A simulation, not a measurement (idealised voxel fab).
Name of the process module below: voxel gate over fins
Cross-sectional view cut (width: 230 nm; square cell size: 5 nm).
How to read a cross-section here: the picture is a grid of square cells, written as bands going from the top down, and any band can span one or more rows of cells. What a band's entry tells you: where the top is and where the bottom is, as heights in nm, and after that what lies inside, material by material from left to right, each with its width in nm. Empty space is written as the word "blank", and a single material marked with the word "full width" occupies the band from edge to edge. A quick word on heights: they are counted from 0, and under that level the wafer as it came to us is one material throughout. The lowest band is different from the rest in having no bottom; it simply continues downward, written as in "z 0 and below". A width given as "30..40" starts at the first number in the band's top row and ends at the second number in its bottom row, shifting by an equal amount at every step from row to row. It should be understood that the words "same as before", when stated for a given step, signify that the cross-section underwent no change in any of its cells during that step. Closed empty spaces (no open way to the top) of 8 cells or more are what "Enclosed empty spaces" lists, each as width x height at distance from the left edge, nm for all three. Post-settings text on a step line: simulator's own remark regarding the step. The optional step-line setting "overlay nm" applies to steps with a mask and quantifies how far to the right of its planned location the mask lay, a negative value indicating leftward placement.
[Process steps (planned)]
1,RECEIVE [material Si]
2,CONFORMAL_DEP [material SiN] [thk nm 5]
3,MASKED_ETCH [tone cover] [mask id FINS] [width nm 15] [pitch nm 35] [etch materials SiN] [depth nm 5] [overlay nm 0]
4,MASKED_ETCH [tone cover] [mask id FINS] [width nm 15] [pitch nm 35] [etch materials Si] [depth nm 40] [overlay nm 0]
5,OXIDIZE [depth nm 5]
6,FILL_DEP [material SiO2] [thk nm 10]
7,CMP [height nm 5]
8,SELECTIVE_ETCH [etch materials SiO2] [depth nm 20]
9,STRIP [etch materials SiN]
10,CONFORMAL_DEP [material HfO2] [thk nm 5]
11,CONFORMAL_DEP [material TiN] [thk nm 5]
12,FILL_DEP [material W] [thk nm 15]
13,CMP [height nm 20]
14,CONFORMAL_DEP [material SiCN] [thk nm 5]
[Incoming wafer, cross-sectional view, post step 1]
    z 0 and below  Si full width
    Enclosed empty spaces: none
[Cross-section, first of two wafers, end of module, run as planned]
    z 25 to 20  SiCN full width
    z 20 to 10  W full width
    z 10 to 5  W: 65, then TiN: 25, then W: 10, then TiN: 25, then W: 10, then TiN: 25, then W: 70
    z 5 to 0  W: 65, then TiN: 5, then HfO2: 15, then TiN: 5, then W: 10, then TiN: 5, then HfO2: 15, then TiN: 5, then W: 10, then TiN: 5, then HfO2: 15, then TiN: 5, then W: 70
    z 0 to -5  W: 65, then TiN: 5, then HfO2: 5, then Si: 5, then HfO2: 5, then TiN: 5, then W: 10, then TiN: 5, then HfO2: 5, then Si: 5, then HfO2: 5, then TiN: 5, then W: 10, then TiN: 5, then HfO2: 5, then Si: 5, then HfO2: 5, then TiN: 5, then W: 70
    z -5 to -10  TiN: 70, then HfO2: 5, then Si: 5, then HfO2: 5, then TiN: 20, then HfO2: 5, then Si: 5, then HfO2: 5, then TiN: 20, then HfO2: 5, then Si: 5, then HfO2: 5, then TiN: 75
    z -10 to -15  HfO2: 75, then Si: 5, then HfO2: 30, then Si: 5, then HfO2: 30, then Si: 5, then HfO2: 80
    z -15 to -45  SiO2: 75, then Si: 5, then SiO2: 30, then Si: 5, then SiO2: 30, then Si: 5, then SiO2: 80
    z -45 and below  Si full width
    Enclosed empty spaces: none
[Presented here is a cross-section of the second of the two wafers as it stood at the end of the module. It was started in the same manner and assigned the same plan as the first wafer; however, one mistake was made in its execution]
    z 25 to 20  SiCN full width
    z 20 to 10  W full width
    z 10 to 5  W: 65, then TiN: 30, then W: 5, then TiN: 30, then W: 5, then TiN: 30, then W: 65
    z 5 to 0  W: 65, then TiN: 5, then HfO2: 20, then TiN: 5, then W: 5, then TiN: 5, then HfO2: 20, then TiN: 5, then W: 5, then TiN: 5, then HfO2: 20, then TiN: 5, then W: 65
    z 0 to -5  W: 65, then TiN: 5, then HfO2: 5, then Si: 10, then HfO2: 5, then TiN: 5, then W: 5, then TiN: 5, then HfO2: 5, then Si: 10, then HfO2: 5, then TiN: 5, then W: 5, then TiN: 5, then HfO2: 5, then Si: 10, then HfO2: 5, then TiN: 5, then W: 65
    z -5 to -10  TiN: 70, then HfO2: 5, then Si: 10, then HfO2: 5, then TiN: 15, then HfO2: 5, then Si: 10, then HfO2: 5, then TiN: 15, then HfO2: 5, then Si: 10, then HfO2: 5, then TiN: 70
    z -10 to -15  HfO2: 75, then Si: 10, then HfO2: 25, then Si: 10, then HfO2: 25, then Si: 10, then HfO2: 75
    z -15 to -45  SiO2: 75, then Si: 10, then SiO2: 25, then Si: 10, then SiO2: 25, then Si: 10, then SiO2: 75
    z -45 and below  Si full width
    Enclosed empty spaces: none
What broke from the plan during processing? the process deviated at step 3: the operation and settings actually run there were MASKED_ETCH [tone cover] [mask id FINS] [width nm 20] [pitch nm 35] [etch materials SiN] [depth nm 5] [overlay nm 0]
Materials where the second wafer ends with more or fewer cells than the first: +27 Si | -18 SiO2 | -9 W
